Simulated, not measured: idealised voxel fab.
Herein follows the process module entitled voxel self aligned contacts.
The cross-section on display is named cut; it measures 215 nm wide, and its cells are 5 nm squares.
Cross-section spec: square-cell grid; bands listed top down; each band is one or more rows. The band entry comprises the height of the band's top followed by the height of its bottom, expressed in nm, and subsequently the band's materials from left to right, each stated together with its width in nm. Where a single material is marked with the word "throughout", that material fills the band from edge to edge. The word "air" represents empty space. Below 0: as-received wafer, all one material; heights counted from there. Lowest band: no bottom, goes on down, written "0..down". Read "30..40" as a graded width: first number on top, second number at the bottom, same change between each pair of neighbouring rows. What does "no alterations made" mean for a step? It means no cell of the cross-section changed in that step. "Fully sealed cavities" lists enclosed empty spaces (at least 8 cells, no open path upward to the top), each as width x height at distance from the left edge, in nm. On each step's line, the part that comes after the settings is the simulator's own comment on the step. On any step carrying a mask, the "overlay nm" setting, if present on the step's line, tells how far right of its planned place the mask lay; negative values point to the left.
## Process steps foreseen in the plan
1,op RECEIVE | material Si
2,op CONFORMAL_DEP | material SiO2 | thk nm 5
3,op DIRECTIONAL_DEP | material polySi | thk nm 30
4,op DIRECTIONAL_DEP | material SiN | thk nm 25
5,op PATTERN | tone cover | mask id GATE | material resist | width nm 30 | pitch nm 70 | thk nm 15 | overlay nm 0
6,op DIRECTIONAL_ETCH | etch materials SiN | depth nm 25
7,op DIRECTIONAL_ETCH | etch materials polySi | depth nm 30
8,op STRIP | etch materials resist
9,op CONFORMAL_DEP | material SiN | thk nm 10
10,op DIRECTIONAL_ETCH | etch materials SiN | depth nm 10
11,op FILL_DEP | material SiO2 | thk nm 10
12,op CMP | height nm 65
13,op DIRECTIONAL_DEP | material aC | thk nm 15
14,op PATTERN | tone open | mask id CONTACT | material resist | width nm 50 | pitch nm 70 | thk nm 35 | overlay nm 0
15,op DIRECTIONAL_ETCH | etch materials aC | depth nm 15
16,op STRIP | etch materials resist
17,op DIRECTIONAL_ETCH | etch materials SiO2 | depth nm 65
18,op STRIP | etch materials aC
19,op CONFORMAL_DEP | material TiN | thk nm 5
20,op FILL_DEP | material W | thk nm 10
21,op CMP | height nm 65
22,op CONFORMAL_DEP | material SiN | thk nm 5
## Cross-sectional view of the wafer in its as-received condition, corresponding to the state after step 1
	0..down  Si throughout
	Fully sealed cavities: none
## Wafer cross-section at module end: first of two, run to plan
	70..65  SiN throughout
	65..60  45 nm SiO2, 20 nm TiN, 10 nm W, 20 nm TiN, 20 nm SiO2, 20 nm TiN, 10 nm W, 20 nm TiN, 50 nm SiO2
	60..35  10 nm SiO2, 50 nm SiN, 5 nm TiN, 10 nm W, 5 nm TiN, 50 nm SiN, 5 nm TiN, 10 nm W, 5 nm TiN, 50 nm SiN, 15 nm SiO2
	35..5  10 nm SiO2, 10 nm SiN, 30 nm polySi, 10 nm SiN, 5 nm TiN, 10 nm W, 5 nm TiN, 10 nm SiN, 30 nm polySi, 10 nm SiN, 5 nm TiN, 10 nm W, 5 nm TiN, 10 nm SiN, 30 nm polySi, 10 nm SiN, 15 nm SiO2
	5..0  60 nm SiO2, 20 nm TiN, 50 nm SiO2, 20 nm TiN, 65 nm SiO2
	0..down  Si throughout
	Fully sealed cavities: none
## Wafer two (of two), end-of-module cross-section: start = wafer one, plan = wafer one, one run mistake
	70..65  SiN throughout
	65..60  45 nm SiO2, 50 nm TiN, 20 nm SiO2, 50 nm TiN, 50 nm SiO2
	60..35  5 nm SiO2, 60 nm SiN, 10 nm TiN, 60 nm SiN, 10 nm TiN, 60 nm SiN, 10 nm SiO2
	35..5  5 nm SiO2, 10 nm SiN, 40 nm polySi, 10 nm SiN, 10 nm TiN, 10 nm SiN, 40 nm polySi, 10 nm SiN, 10 nm TiN, 10 nm SiN, 40 nm polySi, 10 nm SiN, 10 nm SiO2
	5..0  65 nm SiO2, 10 nm TiN, 60 nm SiO2, 10 nm TiN, 70 nm SiO2
	0..down  Si throughout
	Fully sealed cavities: none
Where did the run depart from the plan? step 5 did not happen as planned, as run it was op PATTERN | tone cover | mask id GATE | material resist | width nm 40 | pitch nm 70 | thk nm 15 | overlay nm 0
End of process, cell counts, second wafer against first, materials with more or fewer: +30 SiN; -18 SiO2; -48 W; +36 polySi
